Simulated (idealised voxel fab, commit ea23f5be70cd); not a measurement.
This is a process module. Its name is voxel released beams.
Section cut is 250 nm wide and gridded with 5 nm square cells.
How to read a cross-section here: the picture is a grid of square cells, written as bands going from the top down, and any band can span one or more rows of cells.
Look at the band entry: it leads with the top's height and the bottom's height in nm. Then it lists the materials left to right, with a width in nm for each. The word "all across" on a single material says that material fills the band edge to edge. The word "empty" is empty space.
The level at which height equals 0 is the one under which the wafer, as it arrives, is entirely one material. No lower edge exists for the bottom band, which continues downward and is notated as in "top 0, no bottom".
Width "30->40": first value at the band's top row of cells, second value at its bottom row, equal change from row to row.
When a step is marked "nothing changed", none of the cells in the cross-section changed during that step.
The entry "Encapsulated voids" lists the empty spaces that cover at least 8 cells and have no open path to the top. Each is written as width x height at distance, where the distance is measured from the left edge and all three values are in nm.
Formally, on a step line, whatever follows the settings is a remark that the simulator itself makes on the step.
overlay nm: right-of-plan distance of the mask on a masked step; negative values mean left-of-plan.
[plan]
step 1: op RECEIVE | material Si
step 2: op CONFORMAL_DEP | material Al2O3 | thk nm 5
step 3: op DIRECTIONAL_DEP | material SiO2 | thk nm 20
step 4: op PATTERN | tone open | mask id ANCHOR | material resist | width nm 45 | thk nm 15 | overlay nm 0
step 5: op DIRECTIONAL_ETCH | etch materials SiO2 | depth nm 20
step 6: op STRIP | etch materials resist
step 7: op CONFORMAL_DEP | material SiN | thk nm 15
step 8: op DIRECTIONAL_DEP | material aC | thk nm 10
step 9: op PATTERN | tone cover | mask id BEAM | material resist | width nm 105 | thk nm 30 | overlay nm 0
step 10: op DIRECTIONAL_ETCH | etch materials aC | depth nm 10
step 11: op STRIP | etch materials resist
step 12: op DIRECTIONAL_ETCH | etch materials SiN | depth nm 15
step 13: op STRIP | etch materials aC
step 14: op STRIP | etch materials SiO2
[First wafer of two (run as planned)]
[Cross-section of the incoming wafer, state after step 1]
	top 0, no bottom  Si all across
	Encapsulated voids: none
[After step 2, in cross-section]
	top 5, bottom 0  Al2O3 all across
	Unchanged below 0.
[After step 3, in cross-section]
	top 25, bottom 5  SiO2 all across
	Unchanged below 5.
[After step 4, in cross-section]
	top 40, bottom 25  resist=75 | empty=45 | resist=130
	Unchanged below 25.
[After step 5, in cross-section]
	top 40, bottom 25  resist=75 | empty=45 | resist=130
	top 25, bottom 5  SiO2=75 | empty=45 | SiO2=130
	Unchanged below 5.
[After step 6, in cross-section]
	top 25, bottom 5  SiO2=75 | empty=45 | SiO2=130
	Unchanged below 5.
[After step 7, in cross-section]
	top 40, bottom 25  SiN=90 | empty=15 | SiN=145
	top 25, bottom 20  SiO2=75 | SiN=15 | empty=15 | SiN=15 | SiO2=130
	top 20, bottom 5  SiO2=75 | SiN=45 | SiO2=130
	Unchanged below 5.
[After step 8, in cross-section]
	top 50, bottom 40  aC=90 | empty=15 | aC=145
	top 40, bottom 30  SiN=90 | empty=15 | SiN=145
	top 30, bottom 25  SiN=90 | aC=15 | SiN=145
	top 25, bottom 20  SiO2=75 | SiN=15 | aC=15 | SiN=15 | SiO2=130
	Unchanged below 20.
[After step 9, in cross-section]
	top 80, bottom 50  empty=70 | resist=105 | empty=75
	top 50, bottom 40  aC=90 | resist=15 | aC=145
	top 40, bottom 30  SiN=90 | resist=15 | SiN=145
	Unchanged below 30.
[After step 10, in cross-section]
	top 70, bottom 50  empty=70 | resist=105 | empty=75
	top 50, bottom 40  empty=70 | aC=20 | resist=15 | aC=70 | empty=75
	Unchanged below 40.
[After step 11, in cross-section]
	top 50, bottom 40  empty=70 | aC=20 | empty=15 | aC=70 | empty=75
	top 40, bottom 30  SiN=90 | empty=15 | SiN=145
	Unchanged below 30.
[After step 12, in cross-section]
	top 50, bottom 40  empty=70 | aC=20 | empty=15 | aC=70 | empty=75
	top 40, bottom 30  empty=70 | SiN=20 | empty=15 | SiN=70 | empty=75
	top 30, bottom 25  empty=70 | SiN=20 | aC=15 | SiN=70 | empty=75
	Unchanged below 25.
[After step 13, in cross-section]
	top 40, bottom 25  empty=70 | SiN=20 | empty=15 | SiN=70 | empty=75
	top 25, bottom 20  SiO2=75 | SiN=15 | empty=15 | SiN=15 | SiO2=130
	Unchanged below 20.
[After step 14, in cross-section]
	top 40, bottom 25  empty=70 | SiN=20 | empty=15 | SiN=70 | empty=75
	top 25, bottom 20  empty=75 | SiN=15 | empty=15 | SiN=15 | empty=130
	top 20, bottom 5  empty=75 | SiN=45 | empty=130
	Unchanged below 5.
[The remaining wafer, second of the two, started like the first and was run to the same plan, except that one mistake was made along the way; the two coincide through step 8, inclusive]
[Cross-section of the second wafer at the time step 9 of the plan should have ended]
	top 80, bottom 50  empty=65 | resist=115 | empty=70
	top 50, bottom 40  aC=90 | resist=15 | aC=145
	top 40, bottom 30  SiN=90 | resist=15 | SiN=145
	Unchanged below 30.
[Cross-section of the second wafer at the time step 10 of the plan should have ended]
	top 70, bottom 50  empty=65 | resist=115 | empty=70
	top 50, bottom 40  empty=65 | aC=25 | resist=15 | aC=75 | empty=70
	Unchanged below 40.
[Cross-section of the second wafer at the time step 11 of the plan should have ended]
	top 50, bottom 40  empty=65 | aC=25 | empty=15 | aC=75 | empty=70
	top 40, bottom 30  SiN=90 | empty=15 | SiN=145
	Unchanged below 30.
[Cross-section of the second wafer at the time step 12 of the plan should have ended]
	top 50, bottom 40  empty=65 | aC=25 | empty=15 | aC=75 | empty=70
	top 40, bottom 30  empty=65 | SiN=25 | empty=15 | SiN=75 | empty=70
	top 30, bottom 25  empty=65 | SiN=25 | aC=15 | SiN=75 | empty=70
	Unchanged below 25.
[Cross-section of the second wafer at the time step 13 of the plan should have ended]
	top 40, bottom 25  empty=65 | SiN=25 | empty=15 | SiN=75 | empty=70
	top 25, bottom 20  SiO2=75 | SiN=15 | empty=15 | SiN=15 | SiO2=130
	Unchanged below 20.
[Cross-section of the second wafer at the time step 14 of the plan should have ended]
	top 40, bottom 25  empty=65 | SiN=25 | empty=15 | SiN=75 | empty=70
	top 25, bottom 20  empty=75 | SiN=15 | empty=15 | SiN=15 | empty=130
	top 20, bottom 5  empty=75 | SiN=45 | empty=130
	Unchanged below 5.
Misprocessing identified: not per plan at step 9, really ran op PATTERN | tone cover | mask id BEAM | material resist | width nm 115 | thk nm 30 | overlay nm 0
Wafer comparison, final, in cells, second relative to first, materials more or fewer: +6 SiN
